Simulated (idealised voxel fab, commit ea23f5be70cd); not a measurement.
process module | voxel capacitor over wiring
cross-section cut | 270 nm wide | cells 5 nm
A cross-section is a grid of square cells, given in bands from the top down. A band is one or more rows of cells.
Each band's line starts with the height of the band's top and of its bottom, in nm. Then come its materials from left to right, each with its width in nm. One material with "throughout" fills the band from edge to edge. "air" is empty space.
Height 0 is the level under which the wafer as received is all one material. The lowest band goes on downwards, as in "0 down".
A width such as "30 to 40" changes by the same amount from each row of cells to the next, from the band's top row to its bottom row.
"no change" after a step means that no cell of the cross-section changed.
closed voids: empty space of 8 cells or more with no open way to the top, each as width x height at its distance from the left edge, in nm
after a step's settings: what the simulator itself notes on the step
overlay nm, on a step with a mask: how far to the right of its planned place the mask lay; to the left if negative
plan
1 op RECEIVE | material Si
2 op CONFORMAL_DEP | material SiO2 | thk nm 15
3 op CONFORMAL_DEP | material SiN | thk nm 5
4 op DIRECTIONAL_DEP | material lowk | thk nm 15
5 op PATTERN | tone open | mask id METAL_1 | material resist | width nm 25 | pitch nm 85 | thk nm 15 | overlay nm 0
6 op DIRECTIONAL_ETCH | etch materials lowk | depth nm 15
7 op DIRECTIONAL_ETCH | etch materials SiN | depth nm 5
8 op STRIP | etch materials resist
9 op CONFORMAL_DEP | material TiN | thk nm 5
10 op FILL_DEP | material Cu | thk nm 10
11 op CMP | height nm 35
12 op CONFORMAL_DEP | material SiCN | thk nm 5
13 op DIRECTIONAL_DEP | material lowk | thk nm 20
14 op PATTERN | tone open | mask id PLUG_1 | material resist | width nm 15 | thk nm 15 | overlay nm 0
15 op DIRECTIONAL_ETCH | etch materials lowk | depth nm 20
16 op DIRECTIONAL_ETCH | etch materials SiCN | depth nm 5
17 op STRIP | etch materials resist
18 op EPI | material Ru | thk nm 10
19 op EPI | material Ru | thk nm 10
20 op EPI | material Ru | thk nm 5
21 op DIRECTIONAL_DEP | material TiN | thk nm 5
22 op DIRECTIONAL_DEP | material HfO2 | thk nm 5
23 op DIRECTIONAL_DEP | material TiN | thk nm 10
24 op DIRECTIONAL_DEP | material aC | thk nm 10
25 op PATTERN | tone cover | mask id UPPER_PLATE | material resist | width nm 65 | thk nm 30 | overlay nm 0
26 op DIRECTIONAL_ETCH | etch materials aC | depth nm 10
27 op STRIP | etch materials resist
28 op DIRECTIONAL_ETCH | etch materials TiN | depth nm 10
29 op DIRECTIONAL_ETCH | etch materials HfO2 | depth nm 5
30 op STRIP | etch materials aC
31 op DIRECTIONAL_DEP | material aC | thk nm 15
32 op PATTERN | tone cover | mask id LOWER_PLATE | material resist | width nm 75 | thk nm 35 | overlay nm 0
33 op DIRECTIONAL_ETCH | etch materials aC | depth nm 15
34 op STRIP | etch materials resist
35 op DIRECTIONAL_ETCH | etch materials TiN | depth nm 5
36 op STRIP | etch materials aC
37 op FILL_DEP | material SiO2 | thk nm 20
38 op CMP | height nm 95
39 op DIRECTIONAL_DEP | material aC | thk nm 10
40 op PATTERN | tone open | mask id PLUG_2 | material resist | width nm 15 | thk nm 25 | overlay nm 0
41 op DIRECTIONAL_ETCH | etch materials aC | depth nm 10
42 op STRIP | etch materials resist
43 op DIRECTIONAL_ETCH | etch materials SiO2 | depth nm 15
44 op STRIP | etch materials aC
45 op CONFORMAL_DEP | material TiN | thk nm 5
46 op FILL_DEP | material Cu | thk nm 5
47 op CMP | height nm 95
48 op CONFORMAL_DEP | material SiCN | thk nm 5
first wafer, as planned
as received, after step 1
  0 down: Si throughout
  closed voids: none
after step 2
  15 to 0: SiO2 throughout
  below 0: unchanged
after step 3
  20 to 15: SiN throughout
  below 15: unchanged
after step 4
  35 to 20: lowk throughout
  below 20: unchanged
after step 5
  50 to 35: resist 80 | air 25 | resist 60 | air 25 | resist 80
  below 35: unchanged
after step 6
  50 to 35: resist 80 | air 25 | resist 60 | air 25 | resist 80
  35 to 20: lowk 80 | air 25 | lowk 60 | air 25 | lowk 80
  below 20: unchanged
after step 7
  50 to 35: resist 80 | air 25 | resist 60 | air 25 | resist 80
  35 to 20: lowk 80 | air 25 | lowk 60 | air 25 | lowk 80
  20 to 15: SiN 80 | air 25 | SiN 60 | air 25 | SiN 80
  below 15: unchanged
after step 8
  35 to 20: lowk 80 | air 25 | lowk 60 | air 25 | lowk 80
  below 20: unchanged
after step 9
  40 to 35: TiN 85 | air 15 | TiN 70 | air 15 | TiN 85
  35 to 20: lowk 80 | TiN 5 | air 15 | TiN 5 | lowk 60 | TiN 5 | air 15 | TiN 5 | lowk 80
  20 to 15: SiN 80 | TiN 25 | SiN 60 | TiN 25 | SiN 80
  below 15: unchanged
after step 10
  50 to 40: Cu throughout
  40 to 35: TiN 85 | Cu 15 | TiN 70 | Cu 15 | TiN 85
  35 to 20: lowk 80 | TiN 5 | Cu 15 | TiN 5 | lowk 60 | TiN 5 | Cu 15 | TiN 5 | lowk 80
  below 20: unchanged
after step 11
  35 to 20: lowk 80 | TiN 5 | Cu 15 | TiN 5 | lowk 60 | TiN 5 | Cu 15 | TiN 5 | lowk 80
  below 20: unchanged
after step 12
  40 to 35: SiCN throughout
  below 35: unchanged
after step 13
  60 to 40: lowk throughout
  below 40: unchanged
after step 14
  75 to 60: resist 90 | air 15 | resist 165
  below 60: unchanged
after step 15
  75 to 60: resist 90 | air 15 | resist 165
  60 to 40: lowk 90 | air 15 | lowk 165
  below 40: unchanged
after step 16
  75 to 60: resist 90 | air 15 | resist 165
  60 to 40: lowk 90 | air 15 | lowk 165
  40 to 35: SiCN 90 | air 15 | SiCN 165
  below 35: unchanged
after step 17
  60 to 40: lowk 90 | air 15 | lowk 165
  below 40: unchanged
after step 18
  60 to 45: lowk 90 | air 15 | lowk 165
  45 to 40: lowk 90 | Ru 15 | lowk 165
  40 to 35: SiCN 90 | Ru 15 | SiCN 165
  below 35: unchanged
after step 19
  60 to 55: lowk 90 | air 15 | lowk 165
  55 to 40: lowk 90 | Ru 15 | lowk 165
  below 40: unchanged
after step 20
  60 to 40: lowk 90 | Ru 15 | lowk 165
  below 40: unchanged
after step 21
  65 to 60: TiN throughout
  below 60: unchanged
after step 22
  70 to 65: HfO2 throughout
  below 65: unchanged
after step 23
  80 to 70: TiN throughout
  below 70: unchanged
after step 24
  90 to 80: aC throughout
  below 80: unchanged
after step 25
  120 to 90: air 90 | resist 65 | air 115
  below 90: unchanged
after step 26
  110 to 90: air 90 | resist 65 | air 115
  90 to 80: air 90 | aC 65 | air 115
  below 80: unchanged
after step 27
  90 to 80: air 90 | aC 65 | air 115
  below 80: unchanged
after step 28
  90 to 80: air 90 | aC 65 | air 115
  80 to 70: air 90 | TiN 65 | air 115
  below 70: unchanged
after step 29
  90 to 80: air 90 | aC 65 | air 115
  80 to 70: air 90 | TiN 65 | air 115
  70 to 65: air 90 | HfO2 65 | air 115
  below 65: unchanged
after step 30
  80 to 70: air 90 | TiN 65 | air 115
  below 70: unchanged
after step 31
  95 to 80: air 90 | aC 65 | air 115
  80 to 70: aC 90 | TiN 65 | aC 115
  70 to 65: aC 90 | HfO2 65 | aC 115
  below 65: unchanged
after step 32
  130 to 95: air 85 | resist 75 | air 110
  95 to 80: air 85 | resist 5 | aC 65 | resist 5 | air 110
  below 80: unchanged
after step 33
  115 to 95: air 85 | resist 75 | air 110
  95 to 80: air 85 | resist 5 | aC 65 | resist 5 | air 110
  80 to 70: air 85 | aC 5 | TiN 65 | aC 5 | air 110
  70 to 65: air 85 | aC 5 | HfO2 65 | aC 5 | air 110
  below 65: unchanged
after step 34
  95 to 80: air 90 | aC 65 | air 115
  below 80: unchanged
after step 35
  95 to 80: air 90 | aC 65 | air 115
  80 to 70: air 85 | aC 5 | TiN 65 | aC 5 | air 110
  70 to 65: air 85 | aC 5 | HfO2 65 | aC 5 | air 110
  65 to 60: air 85 | TiN 75 | air 110
  below 60: unchanged
after step 36
  80 to 70: air 90 | TiN 65 | air 115
  70 to 65: air 90 | HfO2 65 | air 115
  below 65: unchanged
after step 37
  100 to 80: SiO2 throughout
  80 to 70: SiO2 90 | TiN 65 | SiO2 115
  70 to 65: SiO2 90 | HfO2 65 | SiO2 115
  65 to 60: SiO2 85 | TiN 75 | SiO2 110
  below 60: unchanged
after step 38
  95 to 80: SiO2 throughout
  below 80: unchanged
after step 39
  105 to 95: aC throughout
  below 95: unchanged
after step 40
  130 to 105: resist 100 | air 15 | resist 155
  below 105: unchanged
after step 41
  120 to 105: resist 100 | air 15 | resist 155
  105 to 95: aC 100 | air 15 | aC 155
  below 95: unchanged
after step 42
  105 to 95: aC 100 | air 15 | aC 155
  below 95: unchanged
after step 43
  105 to 95: aC 100 | air 15 | aC 155
  95 to 80: SiO2 100 | air 15 | SiO2 155
  below 80: unchanged
after step 44
  95 to 80: SiO2 100 | air 15 | SiO2 155
  below 80: unchanged
after step 45
  100 to 95: TiN 105 | air 5 | TiN 160
  95 to 85: SiO2 100 | TiN 5 | air 5 | TiN 5 | SiO2 155
  85 to 80: SiO2 100 | TiN 15 | SiO2 155
  below 80: unchanged
after step 46
  105 to 100: Cu throughout
  100 to 95: TiN 105 | Cu 5 | TiN 160
  95 to 85: SiO2 100 | TiN 5 | Cu 5 | TiN 5 | SiO2 155
  below 85: unchanged
after step 47
  95 to 85: SiO2 100 | TiN 5 | Cu 5 | TiN 5 | SiO2 155
  below 85: unchanged
after step 48
  100 to 95: SiCN throughout
  below 95: unchanged
second wafer: like start, like plan, one mistake. Through step 11 it matches the first wafer
when step 12 should have ended
  40 to 35: lowk throughout
  below 35: unchanged
when step 13 should have ended
  60 to 35: lowk throughout
  below 35: unchanged
when step 14 should have ended
  75 to 60: resist 90 | air 15 | resist 165
  below 60: unchanged
when step 15 should have ended
  75 to 60: resist 90 | air 15 | resist 165
  60 to 40: lowk 90 | air 15 | lowk 165
  below 40: unchanged
when step 16 should have ended: no change
when step 17 should have ended
  60 to 40: lowk 90 | air 15 | lowk 165
  below 40: unchanged
when step 18 should have ended: no change
when step 19 should have ended: no change
when step 20 should have ended: no change
when step 21 should have ended
  65 to 60: TiN 90 | air 15 | TiN 165
  60 to 45: lowk 90 | air 15 | lowk 165
  45 to 40: lowk 90 | TiN 15 | lowk 165
  below 40: unchanged
when step 22 should have ended
  70 to 65: HfO2 90 | air 15 | HfO2 165
  65 to 60: TiN 90 | air 15 | TiN 165
  60 to 50: lowk 90 | air 15 | lowk 165
  50 to 45: lowk 90 | HfO2 15 | lowk 165
  below 45: unchanged
when step 23 should have ended
  80 to 70: TiN 90 | air 15 | TiN 165
  70 to 65: HfO2 90 | air 15 | HfO2 165
  65 to 60: TiN 90 | air 15 | TiN 165
  60 to 50: lowk 90 | TiN 15 | lowk 165
  below 50: unchanged
when step 24 should have ended
  90 to 80: aC 90 | air 15 | aC 165
  80 to 70: TiN 90 | air 15 | TiN 165
  70 to 65: HfO2 90 | aC 15 | HfO2 165
  65 to 60: TiN 90 | aC 15 | TiN 165
  below 60: unchanged
when step 25 should have ended
  120 to 90: air 90 | resist 65 | air 115
  90 to 80: aC 90 | resist 15 | aC 165
  80 to 70: TiN 90 | resist 15 | TiN 165
  below 70: unchanged
when step 26 should have ended
  110 to 90: air 90 | resist 65 | air 115
  90 to 80: air 90 | resist 15 | aC 50 | air 115
  below 80: unchanged
when step 27 should have ended
  90 to 80: air 105 | aC 50 | air 115
  80 to 70: TiN 90 | air 15 | TiN 165
  below 70: unchanged
when step 28 should have ended
  90 to 80: air 105 | aC 50 | air 115
  80 to 70: air 105 | TiN 50 | air 115
  below 70: unchanged
when step 29 should have ended
  90 to 80: air 105 | aC 50 | air 115
  80 to 70: air 105 | TiN 50 | air 115
  70 to 65: air 90 | aC 15 | HfO2 50 | air 115
  below 65: unchanged
when step 30 should have ended
  80 to 70: air 105 | TiN 50 | air 115
  70 to 65: air 105 | HfO2 50 | air 115
  65 to 60: TiN 90 | air 15 | TiN 165
  below 60: unchanged
when step 31 should have ended
  95 to 80: air 105 | aC 50 | air 115
  80 to 75: aC 90 | air 15 | TiN 50 | aC 115
  75 to 70: aC 105 | TiN 50 | aC 115
  70 to 65: aC 105 | HfO2 50 | aC 115
  65 to 60: TiN 90 | aC 15 | TiN 165
  below 60: unchanged
when step 32 should have ended
  130 to 95: air 85 | resist 75 | air 110
  95 to 80: air 85 | resist 20 | aC 50 | resist 5 | air 110
  80 to 75: aC 90 | resist 15 | TiN 50 | aC 115
  below 75: unchanged
when step 33 should have ended
  115 to 95: air 85 | resist 75 | air 110
  95 to 80: air 85 | resist 20 | aC 50 | resist 5 | air 110
  80 to 75: air 85 | aC 5 | resist 15 | TiN 50 | aC 5 | air 110
  75 to 70: air 85 | aC 20 | TiN 50 | aC 5 | air 110
  70 to 65: air 85 | aC 20 | HfO2 50 | aC 5 | air 110
  below 65: unchanged
when step 34 should have ended
  95 to 80: air 105 | aC 50 | air 115
  80 to 75: air 85 | aC 5 | air 15 | TiN 50 | aC 5 | air 110
  below 75: unchanged
when step 35 should have ended
  95 to 80: air 105 | aC 50 | air 115
  80 to 75: air 85 | aC 5 | air 15 | TiN 50 | aC 5 | air 110
  75 to 70: air 85 | aC 20 | TiN 50 | aC 5 | air 110
  70 to 65: air 85 | aC 20 | HfO2 50 | aC 5 | air 110
  65 to 60: air 85 | TiN 5 | aC 15 | TiN 55 | air 110
  below 60: unchanged
when step 36 should have ended
  80 to 70: air 105 | TiN 50 | air 115
  70 to 65: air 105 | HfO2 50 | air 115
  65 to 60: air 85 | TiN 5 | air 15 | TiN 55 | air 110
  below 60: unchanged
when step 37 should have ended
  100 to 80: SiO2 throughout
  80 to 70: SiO2 105 | TiN 50 | SiO2 115
  70 to 65: SiO2 105 | HfO2 50 | SiO2 115
  65 to 60: SiO2 85 | TiN 5 | SiO2 15 | TiN 55 | SiO2 110
  below 60: unchanged
when step 38 should have ended
  95 to 80: SiO2 throughout
  below 80: unchanged
when step 39 should have ended
  105 to 95: aC throughout
  below 95: unchanged
when step 40 should have ended
  130 to 105: resist 100 | air 15 | resist 155
  below 105: unchanged
when step 41 should have ended
  120 to 105: resist 100 | air 15 | resist 155
  105 to 95: aC 100 | air 15 | aC 155
  below 95: unchanged
when step 42 should have ended
  105 to 95: aC 100 | air 15 | aC 155
  below 95: unchanged
when step 43 should have ended
  105 to 95: aC 100 | air 15 | aC 155
  95 to 80: SiO2 100 | air 15 | SiO2 155
  below 80: unchanged
when step 44 should have ended
  95 to 80: SiO2 100 | air 15 | SiO2 155
  below 80: unchanged
when step 45 should have ended
  100 to 95: TiN 105 | air 5 | TiN 160
  95 to 85: SiO2 100 | TiN 5 | air 5 | TiN 5 | SiO2 155
  85 to 80: SiO2 100 | TiN 15 | SiO2 155
  below 80: unchanged
when step 46 should have ended
  105 to 100: Cu throughout
  100 to 95: TiN 105 | Cu 5 | TiN 160
  95 to 85: SiO2 100 | TiN 5 | Cu 5 | TiN 5 | SiO2 155
  below 85: unchanged
when step 47 should have ended
  95 to 85: SiO2 100 | TiN 5 | Cu 5 | TiN 5 | SiO2 155
  below 85: unchanged
when step 48 should have ended
  100 to 95: SiCN throughout
  below 95: unchanged
what went wrong: step 12 ran as: op CONFORMAL_DEP | material lowk | thk nm 5
at the end the second wafer has, in cells: 15 fewer of Ru | 51 fewer of SiCN | 12 more of SiO2 | 54 more of lowk
